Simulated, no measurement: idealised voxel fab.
Process module name: voxel ribs on slabs
280 nm wide, 5 nm square cells: that's cross-section cut.
Format of a cross-section: grid, square cells. Given as bands. Order: top down. Band: one or more rows of cells.
Each band's line starts with the height of the band's top and of its bottom, in nm. Then come its materials from left to right, each with its width in nm. One material with "throughout" fills the band from edge to edge. "air" is empty space.
All heights in this document are referenced to 0, defined as the level beneath which the wafer, as received, consists entirely of one material. The lowest band is not bounded below; it extends indefinitely downward and is written in the form "z 0 and below".
Per-row width for "30->40": begins at first number (top row of band), ends at second number (bottom row), increment between rows held constant.
"remained unchanged" means the step left every cell of the cross-section as it was.
Under "Catalogued sealed voids" you'll find the enclosed gaps, the ones with no way out to the top, that are 8 cells or bigger; each reads width x height at distance, with distance counted from the left edge, everything in nm.
Where a step's line continues beyond its settings, the continuation is a remark by the simulator itself on that step.
The setting "overlay nm" may be written on the line of a step. When the step uses a mask, the value reports how far to the right of the planned place the mask lay, and a negative value reports that it lay to the left.

Planned process steps
1) RECEIVE,material Si
2) DIRECTIONAL_DEP,material SiO2,thk nm 30
3) DIRECTIONAL_DEP,material SiN,thk nm 20
4) PATTERN,tone cover,mask id RIB,material resist,width nm 15,thk nm 15,overlay nm 0
5) DIRECTIONAL_ETCH,etch materials SiN,depth nm 10
6) STRIP,etch materials resist
7) MASKED_ETCH,tone cover,mask id SLAB,width nm 45,etch materials SiN,depth nm 10,overlay nm 0
8) FILL_DEP,material SiO2,thk nm 20
9) CMP,height nm 60
10) DIRECTIONAL_DEP,material W,thk nm 5
11) MASKED_ETCH,tone cover,mask id HEATER,width nm 25,etch materials W,depth nm 5,overlay nm 0
12) CONFORMAL_DEP,material SiO2,thk nm 5

Concerning the first of two wafers, which was run in accordance with the plan

Wafer at receipt (post step 1), cross-section
* z 0 and below  Si throughout
* Catalogued sealed voids: none

Cross-sectional representation of the wafer at the conclusion of step 2
* z 30 to 0  SiO2 throughout
* Under the height 0 nothing was changed.

Cross-sectional representation of the wafer at the conclusion of step 3
* z 50 to 30  SiN throughout
* Under the height 30 nothing was changed.

Cross-sectional representation of the wafer at the conclusion of step 4
* z 65 to 50  air 130  resist 15  air 135
* Under the height 50 nothing was changed.

Cross-sectional representation of the wafer at the conclusion of step 5
* z 65 to 50  air 130  resist 15  air 135
* z 50 to 40  air 130  SiN 15  air 135
* Under the height 40 nothing was changed.

Cross-sectional representation of the wafer at the conclusion of step 6
* z 50 to 40  air 130  SiN 15  air 135
* Under the height 40 nothing was changed.

Cross-sectional representation of the wafer at the conclusion of step 7
* z 50 to 40  air 130  SiN 15  air 135
* z 40 to 30  air 115  SiN 45  air 120
* Under the height 30 nothing was changed.

Cross-sectional representation of the wafer at the conclusion of step 8
* z 70 to 50  SiO2 throughout
* z 50 to 40  SiO2 130  SiN 15  SiO2 135
* z 40 to 30  SiO2 115  SiN 45  SiO2 120
* Under the height 30 nothing was changed.

Cross-sectional representation of the wafer at the conclusion of step 9
* z 60 to 50  SiO2 throughout
* Under the height 50 nothing was changed.

Cross-sectional representation of the wafer at the conclusion of step 10
* z 65 to 60  W throughout
* Under the height 60 nothing was changed.

Cross-sectional representation of the wafer at the conclusion of step 11
* z 65 to 60  air 125  W 25  air 130
* Under the height 60 nothing was changed.

Cross-sectional representation of the wafer at the conclusion of step 12
* z 70 to 65  air 120  SiO2 35  air 125
* z 65 to 60  SiO2 125  W 25  SiO2 130
* Under the height 60 nothing was changed.

Regarding the second of the two wafers: it shared the first wafer's starting condition and process plan, yet one error occurred during its execution. Its history coincides with that of the first wafer up to and including step 6

Second wafer, cut view, end of step 7 per plan
* z 50 to 40  air 130  SiN 15  air 135
* z 40 to 30  air 125  SiN 45  air 110
* Under the height 30 nothing was changed.

Second wafer, cut view, end of step 8 per plan
* z 70 to 50  SiO2 throughout
* z 50 to 40  SiO2 130  SiN 15  SiO2 135
* z 40 to 30  SiO2 125  SiN 45  SiO2 110
* Under the height 30 nothing was changed.

Second wafer, cut view, end of step 9 per plan
* z 60 to 50  SiO2 throughout
* Under the height 50 nothing was changed.

Second wafer, cut view, end of step 10 per plan
* z 65 to 60  W throughout
* Under the height 60 nothing was changed.

Second wafer, cut view, end of step 11 per plan
* z 65 to 60  air 125  W 25  air 130
* Under the height 60 nothing was changed.

Second wafer, cut view, end of step 12 per plan
* z 70 to 65  air 120  SiO2 35  air 125
* z 65 to 60  SiO2 125  W 25  SiO2 130
* Under the height 60 nothing was changed.
Finding, execution versus plan: step 7 deviated from plan and actually ran as MASKED_ETCH,tone cover,mask id SLAB,width nm 45,etch materials SiN,depth nm 10,overlay nm 10
Cell counts per material: same on both final wafers. Positions: different.
